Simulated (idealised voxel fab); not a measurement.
Name of the process module below: voxel self aligned vias
Displayed cross-section: cut, width of 255 nm, square cells sized 5 nm.
A cross-section is a grid of square cells, given in bands from the top down. A band is one or more rows of cells.
Top height, bottom height, nm. Materials left to right, width each, nm. Single material + "full width" = fills band edge to edge. "empty" = empty.
Convention: height 0 is the level below which the wafer, as received, is all one material. The lowest band does not terminate at the bottom but continues downward, represented as "0 and below".
Quick explanation for "30..40": the width changes in equal steps down the rows of cells, from the first number in the band's top row to the second number in its bottom row.
Where the words "same as before" appear for a step, the cross-section shows no cell changed by that step; every cell remained as before.
Look at "Closed internal cavities" for the closed voids: empty spaces with no open path to the top, sized 8 cells or up. Each is width x height at distance, distance from the left edge, all nm.
On each step's line, the part that comes after the settings is the simulator's own comment on the step.
overlay nm: right-of-plan distance of the mask on a masked step; negative values mean left-of-plan.
So the way this works: pairs, before and after one process step. The after picture only goes down to the lowest band that actually changed, nothing below. Step and its settings are under each pair. And watch out, pairs might come from different runs of this module, same starting wafer though, so a pair only follows on from the one above if its "Prior to step" entry tells you so.

## Prior to step
> 65 down to 60 = 50 TiN, then 40 empty, then 80 TiN, then 40 empty, then 45 TiN
> 60 down to 45 = 45 SiO2, then 5 TiN, then 40 empty, then 5 TiN, then 70 SiO2, then 5 TiN, then 40 empty, then 5 TiN, then 40 SiO2
> 45 down to 40 = 45 SiO2, then 15 TiN, then 15 empty, then 20 TiN, then 70 SiO2, then 15 TiN, then 15 empty, then 20 TiN, then 40 SiO2
> 40 down to 35 = 55 SiO2, then 5 TiN, then 15 empty, then 5 TiN, then 35 SiO2, then 25 SiN, then 35 SiO2, then 5 TiN, then 15 empty, then 5 TiN, then 55 SiO2
> 35 down to 30 = 55 SiO2, then 25 TiN, then 35 SiO2, then 25 SiN, then 35 SiO2, then 25 TiN, then 55 SiO2
> 30 down to 20 = 55 SiO2, then 5 TiN, then 15 W, then 5 TiN, then 35 SiO2, then 5 TiN, then 15 W, then 5 TiN, then 35 SiO2, then 5 TiN, then 15 W, then 5 TiN, then 55 SiO2
> 20 down to 15 = 55 SiO2, then 25 TiN, then 35 SiO2, then 25 TiN, then 35 SiO2, then 25 TiN, then 55 SiO2
> 15 down to 10 = SiCN full width
> 10 down to 0 = SiO2 full width
> 0 and below = Si full width
> Closed internal cavities: none

## Post-Step Section View
> 70 down to 65 = Cu full width
> 65 down to 60 = 50 TiN, then 40 Cu, then 80 TiN, then 40 Cu, then 45 TiN
> 60 down to 45 = 45 SiO2, then 5 TiN, then 40 Cu, then 5 TiN, then 70 SiO2, then 5 TiN, then 40 Cu, then 5 TiN, then 40 SiO2
> 45 down to 40 = 45 SiO2, then 15 TiN, then 15 Cu, then 20 TiN, then 70 SiO2, then 15 TiN, then 15 Cu, then 20 TiN, then 40 SiO2
> 40 down to 35 = 55 SiO2, then 5 TiN, then 15 Cu, then 5 TiN, then 35 SiO2, then 25 SiN, then 35 SiO2, then 5 TiN, then 15 Cu, then 5 TiN, then 55 SiO2
> For the remainder of the cross-section, below 35, there is no change.
> Closed internal cavities: none
In between the before and after cross-sections above, the step is FILL_DEP: material Cu, thk nm 5

Prior to step: see the after view in the pair directly above.

## Post-Step Section View
> 60 down to 45 = 45 SiO2, then 5 TiN, then 40 Cu, then 5 TiN, then 70 SiO2, then 5 TiN, then 40 Cu, then 5 TiN, then 40 SiO2
> For the remainder of the cross-section, below 45, there is no change.
> Closed internal cavities: none
In between the before and after cross-sections above, the step is CMP: height nm 60

Prior to step: see the after view in the pair directly above.

## Post-Step Section View
> 65 down to 60 = SiCN full width
> For the remainder of the cross-section, below 60, there is no change.
> Closed internal cavities: none
In between the before and after cross-sections above, the step is CONFORMAL_DEP: material SiCN, thk nm 5

## Prior to step
> 60 down to 40 = SiO2 full width
> 40 down to 30 = 55 SiO2, then 25 SiN, then 35 SiO2, then 25 SiN, then 35 SiO2, then 25 SiN, then 55 SiO2
> 30 down to 20 = 55 SiO2, then 5 TiN, then 15 W, then 5 TiN, then 35 SiO2, then 5 TiN, then 15 W, then 5 TiN, then 35 SiO2, then 5 TiN, then 15 W, then 5 TiN, then 55 SiO2
> 20 down to 15 = 55 SiO2, then 25 TiN, then 35 SiO2, then 25 TiN, then 35 SiO2, then 25 TiN, then 55 SiO2
> 15 down to 10 = SiCN full width
> 10 down to 0 = SiO2 full width
> 0 and below = Si full width
> Closed internal cavities: none

## Post-Step Section View
> 60 down to 40 = 40 SiO2, then 45 empty, then 75 SiO2, then 45 empty, then 50 SiO2
> For the remainder of the cross-section, below 40, there is no change.
> Closed internal cavities: none
In between the before and after cross-sections above, the step is MASKED_ETCH: tone open, mask id VIAS, width nm 45, pitch nm 120, etch materials SiO2, depth nm 20, overlay nm -5

Prior to step: see the after view in the pair directly above.

## Post-Step Section View
> 60 down to 40 = 40 SiO2, then 45 empty, then 75 SiO2, then 45 empty, then 50 SiO2
> 40 down to 30 = 55 SiO2, then 25 empty, then 35 SiO2, then 25 SiN, then 35 SiO2, then 25 empty, then 55 SiO2
> For the remainder of the cross-section, below 30, there is no change.
> Closed internal cavities: none
In between the before and after cross-sections above, the step is MASKED_ETCH: tone open, mask id VIAS, width nm 45, pitch nm 120, etch materials SiN, depth nm 10, overlay nm 0

Prior to step: see the after view in the pair directly above.

## Post-Step Section View
> 65 down to 60 = 45 TiN, then 35 empty, then 85 TiN, then 35 empty, then 55 TiN
> 60 down to 45 = 40 SiO2, then 5 TiN, then 35 empty, then 5 TiN, then 75 SiO2, then 5 TiN, then 35 empty, then 5 TiN, then 50 SiO2
> 45 down to 40 = 40 SiO2, then 20 TiN, then 15 empty, then 10 TiN, then 75 SiO2, then 20 TiN, then 15 empty, then 10 TiN, then 50 SiO2
> 40 down to 35 = 55 SiO2, then 5 TiN, then 15 empty, then 5 TiN, then 35 SiO2, then 25 SiN, then 35 SiO2, then 5 TiN, then 15 empty, then 5 TiN, then 55 SiO2
> 35 down to 30 = 55 SiO2, then 25 TiN, then 35 SiO2, then 25 SiN, then 35 SiO2, then 25 TiN, then 55 SiO2
> For the remainder of the cross-section, below 30, there is no change.
> Closed internal cavities: none
In between the before and after cross-sections above, the step is CONFORMAL_DEP: material TiN, thk nm 5

Prior to step: see the after view in the pair directly above.

## Post-Step Section View
> 70 down to 65 = Cu full width
> 65 down to 60 = 45 TiN, then 35 Cu, then 85 TiN, then 35 Cu, then 55 TiN
> 60 down to 45 = 40 SiO2, then 5 TiN, then 35 Cu, then 5 TiN, then 75 SiO2, then 5 TiN, then 35 Cu, then 5 TiN, then 50 SiO2
> 45 down to 40 = 40 SiO2, then 20 TiN, then 15 Cu, then 10 TiN, then 75 SiO2, then 20 TiN, then 15 Cu, then 10 TiN, then 50 SiO2
> 40 down to 35 = 55 SiO2, then 5 TiN, then 15 Cu, then 5 TiN, then 35 SiO2, then 25 SiN, then 35 SiO2, then 5 TiN, then 15 Cu, then 5 TiN, then 55 SiO2
> For the remainder of the cross-section, below 35, there is no change.
> Closed internal cavities: none
In between the before and after cross-sections above, the step is FILL_DEP: material Cu, thk nm 5

Prior to step: see the after view in the pair directly above.

## Post-Step Section View
> 60 down to 45 = 40 SiO2, then 5 TiN, then 35 Cu, then 5 TiN, then 75 SiO2, then 5 TiN, then 35 Cu, then 5 TiN, then 50 SiO2
> For the remainder of the cross-section, below 45, there is no change.
> Closed internal cavities: none
In between the before and after cross-sections above, the step is CMP: height nm 60

Prior to step: see the after view in the pair directly above.

## Post-Step Section View
> 65 down to 60 = SiCN full width
> For the remainder of the cross-section, below 60, there is no change.
> Closed internal cavities: none
In between the before and after cross-sections above, the step is CONFORMAL_DEP: material SiCN, thk nm 5

## Prior to step
> 40 down to 15 = 55 SiO2, then 25 empty, then 35 SiO2, then 25 empty, then 35 SiO2, then 25 empty, then 55 SiO2
> 15 down to 10 = SiCN full width
> 10 down to 0 = SiO2 full width
> 0 and below = Si full width
> Closed internal cavities: none

## Post-Step Section View
> 45 down to 40 = 60 Cu, then 15 empty, then 45 Cu, then 15 empty, then 45 Cu, then 15 empty, then 60 Cu
> 40 down to 20 = 55 SiO2, then 5 Cu, then 15 empty, then 5 Cu, then 35 SiO2, then 5 Cu, then 15 empty, then 5 Cu, then 35 SiO2, then 5 Cu, then 15 empty, then 5 Cu, then 55 SiO2
> 20 down to 15 = 55 SiO2, then 25 Cu, then 35 SiO2, then 25 Cu, then 35 SiO2, then 25 Cu, then 55 SiO2
> For the remainder of the cross-section, below 15, there is no change.
> Closed internal cavities: none
In between the before and after cross-sections above, the step is CONFORMAL_DEP: material Cu, thk nm 5

Prior to step: see the after view in the pair directly above.

## Post-Step Section View
> 50 down to 45 = W full width
> 45 down to 40 = 60 Cu, then 15 W, then 45 Cu, then 15 W, then 45 Cu, then 15 W, then 60 Cu
> 40 down to 20 = 55 SiO2, then 5 Cu, then 15 W, then 5 Cu, then 35 SiO2, then 5 Cu, then 15 W, then 5 Cu, then 35 SiO2, then 5 Cu, then 15 W, then 5 Cu, then 55 SiO2
> For the remainder of the cross-section, below 20, there is no change.
> Closed internal cavities: none
In between the before and after cross-sections above, the step is FILL_DEP: material W, thk nm 5

Prior to step: see the after view in the pair directly above.

## Post-Step Section View
> 40 down to 20 = 55 SiO2, then 5 Cu, then 15 W, then 5 Cu, then 35 SiO2, then 5 Cu, then 15 W, then 5 Cu, then 35 SiO2, then 5 Cu, then 15 W, then 5 Cu, then 55 SiO2
> For the remainder of the cross-section, below 20, there is no change.
> Closed internal cavities: none
In between the before and after cross-sections above, the step is CMP: height nm 40

Prior to step: see the after view in the pair directly above.

## Post-Step Section View
> 40 down to 30 = 55 SiO2, then 5 Cu, then 15 empty, then 5 Cu, then 35 SiO2, then 5 Cu, then 15 empty, then 5 Cu, then 35 SiO2, then 5 Cu, then 15 empty, then 5 Cu, then 55 SiO2
> For the remainder of the cross-section, below 30, there is no change.
> Closed internal cavities: none
In between the before and after cross-sections above, the step is SELECTIVE_ETCH: etch materials W Ru TiN, depth nm 10

Prior to step: see the after view in the pair directly above.

## Post-Step Section View
> 50 down to 40 = SiN full width
> 40 down to 30 = 55 SiO2, then 5 Cu, then 15 SiN, then 5 Cu, then 35 SiO2, then 5 Cu, then 15 SiN, then 5 Cu, then 35 SiO2, then 5 Cu, then 15 SiN, then 5 Cu, then 55 SiO2
> For the remainder of the cross-section, below 30, there is no change.
> Closed internal cavities: none
In between the before and after cross-sections above, the step is FILL_DEP: material SiN, thk nm 10

Prior to step: see the after view in the pair directly above.

## Post-Step Section View
> 40 down to 30 = 55 SiO2, then 5 Cu, then 15 SiN, then 5 Cu, then 35 SiO2, then 5 Cu, then 15 SiN, then 5 Cu, then 35 SiO2, then 5 Cu, then 15 SiN, then 5 Cu, then 55 SiO2
> For the remainder of the cross-section, below 30, there is no change.
> Closed internal cavities: none
In between the before and after cross-sections above, the step is CMP: height nm 40

Prior to step: see the after view in the pair directly above.

## Post-Step Section View
> 60 down to 40 = SiO2 full width
> For the remainder of the cross-section, below 40, there is no change.
> Closed internal cavities: none
In between the before and after cross-sections above, the step is DIRECTIONAL_DEP: material SiO2, thk nm 20

Prior to step: see the after view in the pair directly above.

## Post-Step Section View
> 60 down to 40 = 45 SiO2, then 45 empty, then 75 SiO2, then 45 empty, then 45 SiO2
> For the remainder of the cross-section, below 40, there is no change.
> Closed internal cavities: none
In between the before and after cross-sections above, the step is MASKED_ETCH: tone open, mask id VIAS, width nm 45, pitch nm 120, etch materials SiO2, depth nm 20, overlay nm 0

Prior to step: see the after view in the pair directly above.

## Post-Step Section View
> 60 down to 40 = 45 SiO2, then 45 empty, then 75 SiO2, then 45 empty, then 45 SiO2
> 40 down to 30 = 55 SiO2, then 5 Cu, then 15 empty, then 5 Cu, then 35 SiO2, then 5 Cu, then 15 SiN, then 5 Cu, then 35 SiO2, then 5 Cu, then 15 empty, then 5 Cu, then 55 SiO2
> For the remainder of the cross-section, below 30, there is no change.
> Closed internal cavities: none
In between the before and after cross-sections above, the step is MASKED_ETCH: tone open, mask id VIAS, width nm 45, pitch nm 120, etch materials SiN, depth nm 10, overlay nm 0

Prior to step: see the after view in the pair directly above.

## Post-Step Section View
> 65 down to 60 = 50 TiN, then 35 empty, then 85 TiN, then 35 empty, then 50 TiN
> 60 down to 45 = 45 SiO2, then 5 TiN, then 35 empty, then 5 TiN, then 75 SiO2, then 5 TiN, then 35 empty, then 5 TiN, then 45 SiO2
> 45 down to 40 = 45 SiO2, then 20 TiN, then 5 empty, then 20 TiN, then 75 SiO2, then 20 TiN, then 5 empty, then 20 TiN, then 45 SiO2
> 40 down to 35 = 55 SiO2, then 5 Cu, then 5 TiN, then 5 empty, then 5 TiN, then 5 Cu, then 35 SiO2, then 5 Cu, then 15 SiN, then 5 Cu, then 35 SiO2, then 5 Cu, then 5 TiN, then 5 empty, then 5 TiN, then 5 Cu, then 55 SiO2
> 35 down to 30 = 55 SiO2, then 5 Cu, then 15 TiN, then 5 Cu, then 35 SiO2, then 5 Cu, then 15 SiN, then 5 Cu, then 35 SiO2, then 5 Cu, then 15 TiN, then 5 Cu, then 55 SiO2
> For the remainder of the cross-section, below 30, there is no change.
> Closed internal cavities: none
In between the before and after cross-sections above, the step is CONFORMAL_DEP: material TiN, thk nm 5

Prior to step: see the after view in the pair directly above.

## Post-Step Section View
> 70 down to 65 = Cu full width
> 65 down to 60 = 50 TiN, then 35 Cu, then 85 TiN, then 35 Cu, then 50 TiN
> 60 down to 45 = 45 SiO2, then 5 TiN, then 35 Cu, then 5 TiN, then 75 SiO2, then 5 TiN, then 35 Cu, then 5 TiN, then 45 SiO2
> 45 down to 40 = 45 SiO2, then 20 TiN, then 5 Cu, then 20 TiN, then 75 SiO2, then 20 TiN, then 5 Cu, then 20 TiN, then 45 SiO2
> 40 down to 35 = 55 SiO2, then 5 Cu, then 5 TiN, then 5 Cu, then 5 TiN, then 5 Cu, then 35 SiO2, then 5 Cu, then 15 SiN, then 5 Cu, then 35 SiO2, then 5 Cu, then 5 TiN, then 5 Cu, then 5 TiN, then 5 Cu, then 55 SiO2
> For the remainder of the cross-section, below 35, there is no change.
> Closed internal cavities: none
In between the before and after cross-sections above, the step is FILL_DEP: material Cu, thk nm 5

Prior to step: see the after view in the pair directly above.

## Post-Step Section View
> 60 down to 45 = 45 SiO2, then 5 TiN, then 35 Cu, then 5 TiN, then 75 SiO2, then 5 TiN, then 35 Cu, then 5 TiN, then 45 SiO2
> For the remainder of the cross-section, below 45, there is no change.
> Closed internal cavities: none
In between the before and after cross-sections above, the step is CMP: height nm 60

Prior to step: see the after view in the pair directly above.

## Post-Step Section View
> 65 down to 60 = SiCN full width
> For the remainder of the cross-section, below 60, there is no change.
> Closed internal cavities: none
In between the before and after cross-sections above, the step is CONFORMAL_DEP: material SiCN, thk nm 5

## Prior to step
> 40 down to 15 = SiO2 full width
> 15 down to 10 = SiCN full width
> 10 down to 0 = SiO2 full width
> 0 and below = Si full width
> Closed internal cavities: none

## Post-Step Section View
> 40 down to 15 = 55 empty, then 25 SiO2, then 35 empty, then 25 SiO2, then 35 empty, then 25 SiO2, then 55 empty
> For the remainder of the cross-section, below 15, there is no change.
> Closed internal cavities: none
In between the before and after cross-sections above, the step is MASKED_ETCH: tone cover, mask id LINES, width nm 25, pitch nm 60, etch materials SiO2, depth nm 25, overlay nm 0

Prior to step: see the after view in the pair directly above.

## Post-Step Section View
> 45 down to 40 = 50 empty, then 35 TiN, then 25 empty, then 35 TiN, then 25 empty, then 35 TiN, then 50 empty
> 40 down to 20 = 50 empty, then 5 TiN, then 25 SiO2, then 5 TiN, then 25 empty, then 5 TiN, then 25 SiO2, then 5 TiN, then 25 empty, then 5 TiN, then 25 SiO2, then 5 TiN, then 50 empty
> 20 down to 15 = 55 TiN, then 25 SiO2, then 35 TiN, then 25 SiO2, then 35 TiN, then 25 SiO2, then 55 TiN
> For the remainder of the cross-section, below 15, there is no change.
> Closed internal cavities: none
In between the before and after cross-sections above, the step is CONFORMAL_DEP: material TiN, thk nm 5

Prior to step: see the after view in the pair directly above.

## Post-Step Section View
> 50 down to 45 = W full width
> 45 down to 40 = 50 W, then 35 TiN, then 25 W, then 35 TiN, then 25 W, then 35 TiN, then 50 W
> 40 down to 20 = 50 W, then 5 TiN, then 25 SiO2, then 5 TiN, then 25 W, then 5 TiN, then 25 SiO2, then 5 TiN, then 25 W, then 5 TiN, then 25 SiO2, then 5 TiN, then 50 W
> For the remainder of the cross-section, below 20, there is no change.
> Closed internal cavities: none
In between the before and after cross-sections above, the step is FILL_DEP: material W, thk nm 5

Prior to step: see the after view in the pair directly above.

## Post-Step Section View
> 40 down to 20 = 50 W, then 5 TiN, then 25 SiO2, then 5 TiN, then 25 W, then 5 TiN, then 25 SiO2, then 5 TiN, then 25 W, then 5 TiN, then 25 SiO2, then 5 TiN, then 50 W
> For the remainder of the cross-section, below 20, there is no change.
> Closed internal cavities: none
In between the before and after cross-sections above, the step is CMP: height nm 40

Prior to step: see the after view in the pair directly above.

## Post-Step Section View
> 40 down to 30 = 55 empty, then 25 SiO2, then 35 empty, then 25 SiO2, then 35 empty, then 25 SiO2, then 55 empty
> For the remainder of the cross-section, below 30, there is no change.
> Closed internal cavities: none
In between the before and after cross-sections above, the step is SELECTIVE_ETCH: etch materials W Ru TiN, depth nm 10

Prior to step: see the after view in the pair directly above.

## Post-Step Section View
> 50 down to 40 = SiN full width
> 40 down to 30 = 55 SiN, then 25 SiO2, then 35 SiN, then 25 SiO2, then 35 SiN, then 25 SiO2, then 55 SiN
> For the remainder of the cross-section, below 30, there is no change.
> Closed internal cavities: none
In between the before and after cross-sections above, the step is FILL_DEP: material SiN, thk nm 10

Prior to step: see the after view in the pair directly above.

## Post-Step Section View
> 40 down to 30 = 55 SiN, then 25 SiO2, then 35 SiN, then 25 SiO2, then 35 SiN, then 25 SiO2, then 55 SiN
> For the remainder of the cross-section, below 30, there is no change.
> Closed internal cavities: none
In between the before and after cross-sections above, the step is CMP: height nm 40

Prior to step: see the after view in the pair directly above.

## Post-Step Section View
> 60 down to 40 = SiO2 full width
> For the remainder of the cross-section, below 40, there is no change.
> Closed internal cavities: none
In between the before and after cross-sections above, the step is DIRECTIONAL_DEP: material SiO2, thk nm 20

Prior to step: see the after view in the pair directly above.

## Post-Step Section View
> 60 down to 40 = 45 SiO2, then 45 empty, then 75 SiO2, then 45 empty, then 45 SiO2
> For the remainder of the cross-section, below 40, there is no change.
> Closed internal cavities: none
In between the before and after cross-sections above, the step is MASKED_ETCH: tone open, mask id VIAS, width nm 45, pitch nm 120, etch materials SiO2, depth nm 20, overlay nm 0

Prior to step: see the after view in the pair directly above.

## Post-Step Section View
> 60 down to 40 = 45 SiO2, then 45 empty, then 75 SiO2, then 45 empty, then 45 SiO2
> 40 down to 30 = 45 SiN, then 10 empty, then 25 SiO2, then 10 empty, then 25 SiN, then 25 SiO2, then 25 SiN, then 10 empty, then 25 SiO2, then 10 empty, then 45 SiN
> For the remainder of the cross-section, below 30, there is no change.
> Closed internal cavities: none
In between the before and after cross-sections above, the step is MASKED_ETCH: tone open, mask id VIAS, width nm 45, pitch nm 120, etch materials SiN, depth nm 10, overlay nm 0

Prior to step: see the after view in the pair directly above.

## Post-Step Section View
> 65 down to 60 = 50 TiN, then 35 empty, then 85 TiN, then 35 empty, then 50 TiN
> 60 down to 45 = 45 SiO2, then 5 TiN, then 35 empty, then 5 TiN, then 75 SiO2, then 5 TiN, then 35 empty, then 5 TiN, then 45 SiO2
> 45 down to 40 = 45 SiO2, then 45 TiN, then 75 SiO2, then 45 TiN, then 45 SiO2
> 40 down to 30 = 45 SiN, then 10 TiN, then 25 SiO2, then 10 TiN, then 25 SiN, then 25 SiO2, then 25 SiN, then 10 TiN, then 25 SiO2, then 10 TiN, then 45 SiN
> For the remainder of the cross-section, below 30, there is no change.
> Closed internal cavities: none
In between the before and after cross-sections above, the step is CONFORMAL_DEP: material TiN, thk nm 5

Prior to step: see the after view in the pair directly above.

## Post-Step Section View
> 70 down to 65 = Cu full width
> 65 down to 60 = 50 TiN, then 35 Cu, then 85 TiN, then 35 Cu, then 50 TiN
> 60 down to 45 = 45 SiO2, then 5 TiN, then 35 Cu, then 5 TiN, then 75 SiO2, then 5 TiN, then 35 Cu, then 5 TiN, then 45 SiO2
> For the remainder of the cross-section, below 45, there is no change.
> Closed internal cavities: none
In between the before and after cross-sections above, the step is FILL_DEP: material Cu, thk nm 5

Prior to step: see the after view in the pair directly above.

## Post-Step Section View
> 60 down to 45 = 45 SiO2, then 5 TiN, then 35 Cu, then 5 TiN, then 75 SiO2, then 5 TiN, then 35 Cu, then 5 TiN, then 45 SiO2
> For the remainder of the cross-section, below 45, there is no change.
> Closed internal cavities: none
In between the before and after cross-sections above, the step is CMP: height nm 60

Prior to step: see the after view in the pair directly above.

## Post-Step Section View
> 65 down to 60 = SiCN full width
> For the remainder of the cross-section, below 60, there is no change.
> Closed internal cavities: none
In between the before and after cross-sections above, the step is CONFORMAL_DEP: material SiCN, thk nm 5
